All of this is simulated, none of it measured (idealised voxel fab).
Process module under the name voxel tone inversion
Square cell edge 5 nm, section width 280 nm, ID cut.
This document writes a cross-section as a grid whose cells are square, and gives it as bands, listed from the top down; one or more rows of cells form a band. Heights first: top, then bottom, in nm. Then materials, left to right, each with a width in nm. "edge to edge" on a single material: fills the band edge to edge. "empty": empty space. The reference from which all heights are counted is 0, the level beneath which the as-received wafer is entirely one material; the lowest band, having no lower bound, proceeds downward and is written after the example "0 down". A two-number width, for instance "30->40", indicates that the width is equal to the first number in the top row of the band and to the second number in the bottom row, and that it changes by a constant amount per row of cells. The designation "nothing changed", where it is given for a processing step, indicates that no cell of the cross-section was altered in the course of that step. "Closed internal cavities" specifies each empty space that is not open to the top and that occupies no fewer than 8 cells, using the form width x height at distance, the distance measured from the left edge and all three quantities in nm. Text after the settings on a step's line: the simulator's own remark on that step. "overlay nm" on a masked step: distance the mask lay right of its planned place, negative for left.
Listed below are the process steps as planned
1: RECEIVE | material Si
2: CONFORMAL_DEP | material SiCN | thk nm 10
3: DIRECTIONAL_DEP | material aC | thk nm 15
4: PATTERN | tone cover | mask id POSTS | material resist | width nm 20 | pitch nm 40 | thk nm 25 | overlay nm 0
5: DIRECTIONAL_ETCH | etch materials aC | depth nm 15
6: STRIP | etch materials resist
7: FILL_DEP | material SiO2 | thk nm 5
8: CMP | height nm 25
9: STRIP | etch materials aC
10: CONFORMAL_DEP | material TiN | thk nm 5
11: FILL_DEP | material Ru | thk nm 10
12: CMP | height nm 25
13: CONFORMAL_DEP | material SiN | thk nm 5
So, the first of our two wafers, run just as we planned it
Step 1 complete: cross-section of the wafer as received
- 0 down: Si edge to edge
- Closed internal cavities: none
Wafer xsec, post step 2
- 10 to 0: SiCN edge to edge
- Under the height 0 nothing was changed.
Wafer xsec, post step 3
- 25 to 10: aC edge to edge
- Under the height 10 nothing was changed.
Wafer xsec, post step 4
- 50 to 25: 70 of empty | 20 of resist | 20 of empty | 20 of resist | 20 of empty | 20 of resist | 20 of empty | 20 of resist | 70 of empty
- Under the height 25 nothing was changed.
Wafer xsec, post step 5
- 35 to 25: 70 of empty | 20 of resist | 20 of empty | 20 of resist | 20 of empty | 20 of resist | 20 of empty | 20 of resist | 70 of empty
- 25 to 10: 70 of empty | 20 of aC | 20 of empty | 20 of aC | 20 of empty | 20 of aC | 20 of empty | 20 of aC | 70 of empty
- Under the height 10 nothing was changed.
Wafer xsec, post step 6
- 25 to 10: 70 of empty | 20 of aC | 20 of empty | 20 of aC | 20 of empty | 20 of aC | 20 of empty | 20 of aC | 70 of empty
- Under the height 10 nothing was changed.
Wafer xsec, post step 7
- 30 to 25: SiO2 edge to edge
- 25 to 10: 70 of SiO2 | 20 of aC | 20 of SiO2 | 20 of aC | 20 of SiO2 | 20 of aC | 20 of SiO2 | 20 of aC | 70 of SiO2
- Under the height 10 nothing was changed.
Wafer xsec, post step 8
- 25 to 10: 70 of SiO2 | 20 of aC | 20 of SiO2 | 20 of aC | 20 of SiO2 | 20 of aC | 20 of SiO2 | 20 of aC | 70 of SiO2
- Under the height 10 nothing was changed.
Wafer xsec, post step 9
- 25 to 10: 70 of SiO2 | 20 of empty | 20 of SiO2 | 20 of empty | 20 of SiO2 | 20 of empty | 20 of SiO2 | 20 of empty | 70 of SiO2
- Under the height 10 nothing was changed.
Wafer xsec, post step 10
- 30 to 25: 75 of TiN | 10 of empty | 30 of TiN | 10 of empty | 30 of TiN | 10 of empty | 30 of TiN | 10 of empty | 75 of TiN
- 25 to 15: 70 of SiO2 | 5 of TiN | 10 of empty | 5 of TiN | 20 of SiO2 | 5 of TiN | 10 of empty | 5 of TiN | 20 of SiO2 | 5 of TiN | 10 of empty | 5 of TiN | 20 of SiO2 | 5 of TiN | 10 of empty | 5 of TiN | 70 of SiO2
- 15 to 10: 70 of SiO2 | 20 of TiN | 20 of SiO2 | 20 of TiN | 20 of SiO2 | 20 of TiN | 20 of SiO2 | 20 of TiN | 70 of SiO2
- Under the height 10 nothing was changed.
Wafer xsec, post step 11
- 40 to 30: Ru edge to edge
- 30 to 25: 75 of TiN | 10 of Ru | 30 of TiN | 10 of Ru | 30 of TiN | 10 of Ru | 30 of TiN | 10 of Ru | 75 of TiN
- 25 to 15: 70 of SiO2 | 5 of TiN | 10 of Ru | 5 of TiN | 20 of SiO2 | 5 of TiN | 10 of Ru | 5 of TiN | 20 of SiO2 | 5 of TiN | 10 of Ru | 5 of TiN | 20 of SiO2 | 5 of TiN | 10 of Ru | 5 of TiN | 70 of SiO2
- Under the height 15 nothing was changed.
Wafer xsec, post step 12
- 25 to 15: 70 of SiO2 | 5 of TiN | 10 of Ru | 5 of TiN | 20 of SiO2 | 5 of TiN | 10 of Ru | 5 of TiN | 20 of SiO2 | 5 of TiN | 10 of Ru | 5 of TiN | 20 of SiO2 | 5 of TiN | 10 of Ru | 5 of TiN | 70 of SiO2
- Under the height 15 nothing was changed.
Wafer xsec, post step 13
- 30 to 25: SiN edge to edge
- Under the height 25 nothing was changed.
Wafer two. Same start, same plan, one slip in execution. Same as wafer one through step 11, inclusive
Second wafer, sectioned view, at step 12's planned end time: nothing changed
Second wafer, sectioned view, at step 13's planned end time
- 45 to 40: SiN edge to edge
- Under the height 40 nothing was changed.
The mistake made against the process plan was this: it should be noted that step 12 of the plan was omitted and was not performed
Wafer comparison, final, in cells, second relative to first, materials more or fewer: Ru: 120 more, TiN: 48 more
